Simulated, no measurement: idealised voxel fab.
Module name: voxel self aligned vias (process module)
Pictured: cross-section cut, 270 nm wide, on a grid of 5 nm square cells.
For the purposes of this document, a cross-section shall be understood as a grid of square cells, specified as bands listed in top-to-bottom order, each band consisting of one or more rows of cells. Basically the band line says how high the top is and how high the bottom is, in nm, and then what's in it from left to right, every material with its width in nm. Empty space shows up as "empty", and if a single material carries "everywhere" it runs the full band edge to edge. Counting heights begins at 0, where everything beneath is, in the wafer as received, one material. The lowest band has no bottom; it goes on downwards, as "0 down" shows. You'd read "30 to 40" like this: the band's top row of cells is as wide as the first number, its bottom row is as wide as the second, and going down, every row changes width by the same amount as the row before did. "changes: none" -> step changed no cross-section cell. "Closed void roster" - sealed voids, min. 8 cells, no opening to top; format: width x height at distance (distance from left edge; nm throughout). Formally, on a step line, whatever follows the settings is a remark that the simulator itself makes on the step. overlay nm: step with mask; distance mask lay right of planned place; negative value = left of planned place.
Listed below are the process steps as planned:
step 1: RECEIVE, material Si
step 2: CONFORMAL_DEP, material SiO2, thk nm 10
step 3: CONFORMAL_DEP, material SiCN, thk nm 5
step 4: DIRECTIONAL_DEP, material SiO2, thk nm 20
step 5: MASKED_ETCH, tone open, mask id LINES, width nm 30, pitch nm 60, etch materials SiO2, depth nm 20, overlay nm 0
step 6: CONFORMAL_DEP, material TiN, thk nm 5
step 7: FILL_DEP, material Ru, thk nm 10
step 8: CMP, height nm 35
step 9: SELECTIVE_ETCH, etch materials W Ru TiN, depth nm 10
step 10: FILL_DEP, material SiN, thk nm 10
step 11: CMP, height nm 35
step 12: DIRECTIONAL_DEP, material SiO2, thk nm 15
step 13: MASKED_ETCH, tone open, mask id VIAS, width nm 40, etch materials SiO2, depth nm 15, overlay nm 0
step 14: MASKED_ETCH, tone open, mask id VIAS, width nm 40, etch materials SiN, depth nm 10, overlay nm 0
step 15: CONFORMAL_DEP, material TiN, thk nm 5
step 16: FILL_DEP, material Ru, thk nm 10
step 17: CMP, height nm 50
step 18: CONFORMAL_DEP, material SiN, thk nm 5
Below: the first of two wafers, run as planned:
Received-state cross-section, reflecting completion of step 1:
  0 down: Si everywhere
  Closed void roster: none
Step 2 done - wafer cross-section:
  10 to 0: SiO2 everywhere
  Note: structure below 0 unchanged.
Step 3 done - wafer cross-section:
  15 to 10: SiCN everywhere
  Note: structure below 10 unchanged.
Step 4 done - wafer cross-section:
  35 to 15: SiO2 everywhere
  Note: structure below 15 unchanged.
Step 5 done - wafer cross-section:
  35 to 15: 90 of SiO2; 30 of empty; 30 of SiO2; 30 of empty; 90 of SiO2
  Note: structure below 15 unchanged.
Step 6 done - wafer cross-section:
  40 to 35: 95 of TiN; 20 of empty; 40 of TiN; 20 of empty; 95 of TiN
  35 to 20: 90 of SiO2; 5 of TiN; 20 of empty; 5 of TiN; 30 of SiO2; 5 of TiN; 20 of empty; 5 of TiN; 90 of SiO2
  20 to 15: 90 of SiO2; 30 of TiN; 30 of SiO2; 30 of TiN; 90 of SiO2
  Note: structure below 15 unchanged.
Step 7 done - wafer cross-section:
  50 to 40: Ru everywhere
  40 to 35: 95 of TiN; 20 of Ru; 40 of TiN; 20 of Ru; 95 of TiN
  35 to 20: 90 of SiO2; 5 of TiN; 20 of Ru; 5 of TiN; 30 of SiO2; 5 of TiN; 20 of Ru; 5 of TiN; 90 of SiO2
  Note: structure below 20 unchanged.
Step 8 done - wafer cross-section:
  35 to 20: 90 of SiO2; 5 of TiN; 20 of Ru; 5 of TiN; 30 of SiO2; 5 of TiN; 20 of Ru; 5 of TiN; 90 of SiO2
  Note: structure below 20 unchanged.
Step 9 done - wafer cross-section:
  35 to 25: 90 of SiO2; 30 of empty; 30 of SiO2; 30 of empty; 90 of SiO2
  Note: structure below 25 unchanged.
Step 10 done - wafer cross-section:
  45 to 35: SiN everywhere
  35 to 25: 90 of SiO2; 30 of SiN; 30 of SiO2; 30 of SiN; 90 of SiO2
  Note: structure below 25 unchanged.
Step 11 done - wafer cross-section:
  35 to 25: 90 of SiO2; 30 of SiN; 30 of SiO2; 30 of SiN; 90 of SiO2
  Note: structure below 25 unchanged.
Step 12 done - wafer cross-section:
  50 to 35: SiO2 everywhere
  Note: structure below 35 unchanged.
Step 13 done - wafer cross-section:
  50 to 35: 85 of SiO2; 40 of empty; 145 of SiO2
  Note: structure below 35 unchanged.
Step 14 done - wafer cross-section:
  50 to 35: 85 of SiO2; 40 of empty; 145 of SiO2
  35 to 25: 90 of SiO2; 30 of empty; 30 of SiO2; 30 of SiN; 90 of SiO2
  Note: structure below 25 unchanged.
Step 15 done - wafer cross-section:
  55 to 50: 90 of TiN; 30 of empty; 150 of TiN
  50 to 40: 85 of SiO2; 5 of TiN; 30 of empty; 5 of TiN; 145 of SiO2
  40 to 35: 85 of SiO2; 10 of TiN; 20 of empty; 10 of TiN; 145 of SiO2
  35 to 30: 90 of SiO2; 5 of TiN; 20 of empty; 5 of TiN; 30 of SiO2; 30 of SiN; 90 of SiO2
  30 to 25: 90 of SiO2; 30 of TiN; 30 of SiO2; 30 of SiN; 90 of SiO2
  Note: structure below 25 unchanged.
Step 16 done - wafer cross-section:
  65 to 55: Ru everywhere
  55 to 50: 90 of TiN; 30 of Ru; 150 of TiN
  50 to 40: 85 of SiO2; 5 of TiN; 30 of Ru; 5 of TiN; 145 of SiO2
  40 to 35: 85 of SiO2; 10 of TiN; 20 of Ru; 10 of TiN; 145 of SiO2
  35 to 30: 90 of SiO2; 5 of TiN; 20 of Ru; 5 of TiN; 30 of SiO2; 30 of SiN; 90 of SiO2
  Note: structure below 30 unchanged.
Step 17 done - wafer cross-section:
  50 to 40: 85 of SiO2; 5 of TiN; 30 of Ru; 5 of TiN; 145 of SiO2
  Note: structure below 40 unchanged.
Step 18 done - wafer cross-section:
  55 to 50: SiN everywhere
  Note: structure below 50 unchanged.
What follows concerns the second wafer, which started out like the first and was meant to follow the very same plan; one mistake crept in when it was run, but everything up to and including step 4 is the same as for the first wafer:
The second wafer in cross-section, at the planned close of step 5:
  35 to 15: 95 of SiO2; 30 of empty; 30 of SiO2; 30 of empty; 85 of SiO2
  Note: structure below 15 unchanged.
The second wafer in cross-section, at the planned close of step 6:
  40 to 35: 100 of TiN; 20 of empty; 40 of TiN; 20 of empty; 90 of TiN
  35 to 20: 95 of SiO2; 5 of TiN; 20 of empty; 5 of TiN; 30 of SiO2; 5 of TiN; 20 of empty; 5 of TiN; 85 of SiO2
  20 to 15: 95 of SiO2; 30 of TiN; 30 of SiO2; 30 of TiN; 85 of SiO2
  Note: structure below 15 unchanged.
The second wafer in cross-section, at the planned close of step 7:
  50 to 40: Ru everywhere
  40 to 35: 100 of TiN; 20 of Ru; 40 of TiN; 20 of Ru; 90 of TiN
  35 to 20: 95 of SiO2; 5 of TiN; 20 of Ru; 5 of TiN; 30 of SiO2; 5 of TiN; 20 of Ru; 5 of TiN; 85 of SiO2
  Note: structure below 20 unchanged.
The second wafer in cross-section, at the planned close of step 8:
  35 to 20: 95 of SiO2; 5 of TiN; 20 of Ru; 5 of TiN; 30 of SiO2; 5 of TiN; 20 of Ru; 5 of TiN; 85 of SiO2
  Note: structure below 20 unchanged.
The second wafer in cross-section, at the planned close of step 9:
  35 to 25: 95 of SiO2; 30 of empty; 30 of SiO2; 30 of empty; 85 of SiO2
  Note: structure below 25 unchanged.
The second wafer in cross-section, at the planned close of step 10:
  45 to 35: SiN everywhere
  35 to 25: 95 of SiO2; 30 of SiN; 30 of SiO2; 30 of SiN; 85 of SiO2
  Note: structure below 25 unchanged.
The second wafer in cross-section, at the planned close of step 11:
  35 to 25: 95 of SiO2; 30 of SiN; 30 of SiO2; 30 of SiN; 85 of SiO2
  Note: structure below 25 unchanged.
The second wafer in cross-section, at the planned close of step 12:
  50 to 35: SiO2 everywhere
  Note: structure below 35 unchanged.
The second wafer in cross-section, at the planned close of step 13:
  50 to 35: 85 of SiO2; 40 of empty; 145 of SiO2
  Note: structure below 35 unchanged.
The second wafer in cross-section, at the planned close of step 14:
  50 to 35: 85 of SiO2; 40 of empty; 145 of SiO2
  35 to 25: 95 of SiO2; 30 of empty; 30 of SiO2; 30 of SiN; 85 of SiO2
  Note: structure below 25 unchanged.
The second wafer in cross-section, at the planned close of step 15:
  55 to 50: 90 of TiN; 30 of empty; 150 of TiN
  50 to 40: 85 of SiO2; 5 of TiN; 30 of empty; 5 of TiN; 145 of SiO2
  40 to 35: 85 of SiO2; 15 of TiN; 20 of empty; 5 of TiN; 145 of SiO2
  35 to 30: 95 of SiO2; 5 of TiN; 20 of empty; 5 of TiN; 30 of SiO2; 30 of SiN; 85 of SiO2
  30 to 25: 95 of SiO2; 30 of TiN; 30 of SiO2; 30 of SiN; 85 of SiO2
  Note: structure below 25 unchanged.
The second wafer in cross-section, at the planned close of step 16:
  65 to 55: Ru everywhere
  55 to 50: 90 of TiN; 30 of Ru; 150 of TiN
  50 to 40: 85 of SiO2; 5 of TiN; 30 of Ru; 5 of TiN; 145 of SiO2
  40 to 35: 85 of SiO2; 15 of TiN; 20 of Ru; 5 of TiN; 145 of SiO2
  35 to 30: 95 of SiO2; 5 of TiN; 20 of Ru; 5 of TiN; 30 of SiO2; 30 of SiN; 85 of SiO2
  Note: structure below 30 unchanged.
The second wafer in cross-section, at the planned close of step 17:
  50 to 40: 85 of SiO2; 5 of TiN; 30 of Ru; 5 of TiN; 145 of SiO2
  Note: structure below 40 unchanged.
The second wafer in cross-section, at the planned close of step 18:
  55 to 50: SiN everywhere
  Note: structure below 50 unchanged.
It is concluded that the wafer was processed incorrectly with respect to the plan, in that rather than as planned, step 5 actually ran as MASKED_ETCH, tone open, mask id LINES, width nm 30, pitch nm 60, etch materials SiO2, depth nm 20, overlay nm 5
Cell counts per material: same on both final wafers. Positions: different.
